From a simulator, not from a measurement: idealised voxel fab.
process module | voxel fin reveal
Each square cell in cross-section cut measures 5 nm, and the section as a whole is 200 nm wide.
If you're reading a cross-section in this doc, picture square cells in a grid; it comes to you as bands, top ones listed first down to the bottom, and a band can be one or more rows of cells.
Band: top and bottom heights (nm) first, top before bottom; then materials from left to right, widths in nm. "throughout" marks a sole material filling the band edge to edge. "air" denotes empty space.
Heights are reckoned from 0. Under this level, the received wafer is all of one material. The bottommost band is open-ended downward, for example "0 and below".
The notation "30->40" denotes a width that varies across the rows of cells in the band, beginning at the first number in the top row, finishing at the second number in the bottom row, and changing by an identical amount from each row to the next.
No cell of the cross-section changed in a step that is given as "stayed the same".
Basically, "Closed void listing" tells you about the enclosed voids: empty spaces with no open way to the top, 8 cells or bigger, each written width x height at distance, where distance is from the left edge, all in nm.
Heads up: the bit after the settings on a step's line is the simulator's remark on that step.
overlay nm: how far to the right of its planned place the mask lay on this masked step (negative: to the left).
List of planned process steps:
1,RECEIVE: material Si
2,CONFORMAL_DEP: material SiN, thk nm 10
3,MASKED_ETCH: tone cover, mask id FINS, width nm 15, pitch nm 35, etch materials SiN, depth nm 10, overlay nm 0
4,MASKED_ETCH: tone cover, mask id FINS, width nm 15, pitch nm 35, etch materials Si, depth nm 35, overlay nm 0
5,OXIDIZE: depth nm 5
6,FILL_DEP: material SiO2, thk nm 10
7,CMP: height nm 10
8,SELECTIVE_ETCH: etch materials SiO2, depth nm 35
9,STRIP: etch materials SiN
10,CONFORMAL_DEP: material HfO2, thk nm 5
The first of a set of two wafers, run to plan:
Cross-section: wafer on arrival = after step 1:
	0 and below = Si throughout
	Closed void listing: none
Presented here is a cross-section of the wafer after step 2 has been performed:
	10 down to 0 = SiN throughout
	Rest of section, below 0: as before.
Presented here is a cross-section of the wafer after step 3 has been performed:
	10 down to 0 = 40 of air / 15 of SiN / 20 of air / 15 of SiN / 20 of air / 15 of SiN / 20 of air / 15 of SiN / 40 of air
	Rest of section, below 0: as before.
Presented here is a cross-section of the wafer after step 4 has been performed:
	10 down to 0 = 40 of air / 15 of SiN / 20 of air / 15 of SiN / 20 of air / 15 of SiN / 20 of air / 15 of SiN / 40 of air
	0 down to -35 = 40 of air / 15 of Si / 20 of air / 15 of Si / 20 of air / 15 of Si / 20 of air / 15 of Si / 40 of air
	Rest of section, below -35: as before.
Presented here is a cross-section of the wafer after step 5 has been performed:
	10 down to 0 = 40 of air / 15 of SiN / 20 of air / 15 of SiN / 20 of air / 15 of SiN / 20 of air / 15 of SiN / 40 of air
	0 down to -35 = 40 of air / 5 of SiO2 / 5 of Si / 5 of SiO2 / 20 of air / 5 of SiO2 / 5 of Si / 5 of SiO2 / 20 of air / 5 of SiO2 / 5 of Si / 5 of SiO2 / 20 of air / 5 of SiO2 / 5 of Si / 5 of SiO2 / 40 of air
	-35 down to -40 = 45 of SiO2 / 5 of Si / 30 of SiO2 / 5 of Si / 30 of SiO2 / 5 of Si / 30 of SiO2 / 5 of Si / 45 of SiO2
	Rest of section, below -40: as before.
Presented here is a cross-section of the wafer after step 6 has been performed:
	20 down to 10 = SiO2 throughout
	10 down to 0 = 40 of SiO2 / 15 of SiN / 20 of SiO2 / 15 of SiN / 20 of SiO2 / 15 of SiN / 20 of SiO2 / 15 of SiN / 40 of SiO2
	0 down to -40 = 45 of SiO2 / 5 of Si / 30 of SiO2 / 5 of Si / 30 of SiO2 / 5 of Si / 30 of SiO2 / 5 of Si / 45 of SiO2
	Rest of section, below -40: as before.
Presented here is a cross-section of the wafer after step 7 has been performed:
	10 down to 0 = 40 of SiO2 / 15 of SiN / 20 of SiO2 / 15 of SiN / 20 of SiO2 / 15 of SiN / 20 of SiO2 / 15 of SiN / 40 of SiO2
	Rest of section, below 0: as before.
Presented here is a cross-section of the wafer after step 8 has been performed:
	10 down to 0 = 40 of air / 15 of SiN / 20 of air / 15 of SiN / 20 of air / 15 of SiN / 20 of air / 15 of SiN / 40 of air
	0 down to -25 = 45 of air / 5 of Si / 30 of air / 5 of Si / 30 of air / 5 of Si / 30 of air / 5 of Si / 45 of air
	Rest of section, below -25: as before.
Presented here is a cross-section of the wafer after step 9 has been performed:
	0 down to -25 = 45 of air / 5 of Si / 30 of air / 5 of Si / 30 of air / 5 of Si / 30 of air / 5 of Si / 45 of air
	Rest of section, below -25: as before.
Presented here is a cross-section of the wafer after step 10 has been performed:
	5 down to 0 = 40 of air / 15 of HfO2 / 20 of air / 15 of HfO2 / 20 of air / 15 of HfO2 / 20 of air / 15 of HfO2 / 40 of air
	0 down to -20 = 40 of air / 5 of HfO2 / 5 of Si / 5 of HfO2 / 20 of air / 5 of HfO2 / 5 of Si / 5 of HfO2 / 20 of air / 5 of HfO2 / 5 of Si / 5 of HfO2 / 20 of air / 5 of HfO2 / 5 of Si / 5 of HfO2 / 40 of air
	-20 down to -25 = 45 of HfO2 / 5 of Si / 30 of HfO2 / 5 of Si / 30 of HfO2 / 5 of Si / 30 of HfO2 / 5 of Si / 45 of HfO2
	Rest of section, below -25: as before.
It is to be noted that the second wafer proceeded from the same initial state and according to the same plan as the first, although one mistake was committed in its execution; through step 2, inclusive, the two wafers share an identical history:
Second wafer: cross-section at the scheduled end of step 3:
	10 down to 0 = 40 of SiN / 15 of air / 20 of SiN / 15 of air / 20 of SiN / 15 of air / 20 of SiN / 15 of air / 40 of SiN
	Rest of section, below 0: as before.
Second wafer: cross-section at the scheduled end of step 4: stayed the same
Second wafer: cross-section at the scheduled end of step 5:
	10 down to 0 = 40 of SiN / 15 of air / 20 of SiN / 15 of air / 20 of SiN / 15 of air / 20 of SiN / 15 of air / 40 of SiN
	0 down to -5 = 35 of Si / 25 of SiO2 / 10 of Si / 25 of SiO2 / 10 of Si / 25 of SiO2 / 10 of Si / 25 of SiO2 / 35 of Si
	Rest of section, below -5: as before.
Second wafer: cross-section at the scheduled end of step 6:
	20 down to 10 = SiO2 throughout
	10 down to 0 = 40 of SiN / 15 of SiO2 / 20 of SiN / 15 of SiO2 / 20 of SiN / 15 of SiO2 / 20 of SiN / 15 of SiO2 / 40 of SiN
	Rest of section, below 0: as before.
Second wafer: cross-section at the scheduled end of step 7:
	10 down to 0 = 40 of SiN / 15 of SiO2 / 20 of SiN / 15 of SiO2 / 20 of SiN / 15 of SiO2 / 20 of SiN / 15 of SiO2 / 40 of SiN
	Rest of section, below 0: as before.
Second wafer: cross-section at the scheduled end of step 8:
	10 down to 0 = 40 of SiN / 15 of air / 20 of SiN / 15 of air / 20 of SiN / 15 of air / 20 of SiN / 15 of air / 40 of SiN
	0 down to -5 = 35 of Si / 25 of air / 10 of Si / 25 of air / 10 of Si / 25 of air / 10 of Si / 25 of air / 35 of Si
	Rest of section, below -5: as before.
Second wafer: cross-section at the scheduled end of step 9:
	0 down to -5 = 35 of Si / 25 of air / 10 of Si / 25 of air / 10 of Si / 25 of air / 10 of Si / 25 of air / 35 of Si
	Rest of section, below -5: as before.
Second wafer: cross-section at the scheduled end of step 10:
	5 down to 0 = 40 of HfO2 / 15 of air / 20 of HfO2 / 15 of air / 20 of HfO2 / 15 of air / 20 of HfO2 / 15 of air / 40 of HfO2
	0 down to -5 = 35 of Si / 25 of HfO2 / 10 of Si / 25 of HfO2 / 10 of Si / 25 of HfO2 / 10 of Si / 25 of HfO2 / 35 of Si
	Rest of section, below -5: as before.
Plan not followed: rather than as planned, step 3 actually ran as MASKED_ETCH: tone open, mask id FINS, width nm 15, pitch nm 35, etch materials SiN, depth nm 10, overlay nm 0
Looking at both finished wafers in cells, the second ends up ahead of or behind the first on some materials: HfO2 -32; Si +268; SiO2 -108
